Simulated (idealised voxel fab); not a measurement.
Title: Process Module voxel released beams
Section cut is 235 nm wide and gridded with 5 nm square cells.
For the purposes of this document, a cross-section shall be understood as a grid of square cells, specified as bands listed in top-to-bottom order, each band consisting of one or more rows of cells. Top height, bottom height, nm. Materials left to right, width each, nm. Single material + "throughout" = fills band edge to edge. "air" = empty. The level at which height equals 0 is the one under which the wafer, as it arrives, is entirely one material. No lower edge exists for the bottom band, which continues downward and is notated as in "0..down". Quick explanation for "30 to 40": the width changes in equal steps down the rows of cells, from the first number in the band's top row to the second number in its bottom row. "changes: none" -> step changed no cross-section cell. The label "Enclosed void entries" introduces a list of the empty spaces, 8 cells or larger, that have no open way up to the top; each entry in it reads width x height at distance, where the distance is taken from the left edge and all three are stated in nm. Past the settings on a step's line: simulator remark, on that step. "overlay nm" on a masked step: distance the mask lay right of its planned place, negative for left.
[plan]
1,RECEIVE,material Si
2,CONFORMAL_DEP,material Al2O3,thk nm 5
3,DIRECTIONAL_DEP,material SiO2,thk nm 10
4,DIRECTIONAL_DEP,material aC,thk nm 10
5,PATTERN,tone open,mask id ANCHOR,material resist,width nm 35,thk nm 30,overlay nm 0
6,DIRECTIONAL_ETCH,etch materials aC,depth nm 10
7,STRIP,etch materials resist
8,DIRECTIONAL_ETCH,etch materials SiO2,depth nm 10
9,STRIP,etch materials aC
10,CONFORMAL_DEP,material SiN,thk nm 15
11,PATTERN,tone cover,mask id BEAM,material resist,width nm 110,thk nm 15,overlay nm 0
12,DIRECTIONAL_ETCH,etch materials SiN,depth nm 15
13,STRIP,etch materials resist
14,STRIP,etch materials SiO2
Where the wafers of this document differ is in the width nm of step 11; they start out the same, and the plan states the value that applied to the first wafer.
[Received wafers, first of several: cross-section after step 1]
  0..down | Si throughout
  Enclosed void entries: none
[For your reference, the table is organized with a row per wafer; each row reflects the wafer at the end of the module, indicating for each material the cells gained (+) or lost (-) since receipt, and thereafter its closed voids]
width nm 110, +47 Al2O3, +78 SiN, Enclosed void entries: none
width nm 115, +47 Al2O3, +81 SiN, Enclosed void entries: none
width nm 120, +47 Al2O3, +84 SiN, Enclosed void entries: none
width nm 125, +47 Al2O3, +87 SiN, Enclosed void entries: none
width nm 130, +47 Al2O3, +90 SiN, Enclosed void entries: none
width nm 135, +47 Al2O3, +93 SiN, Enclosed void entries: none
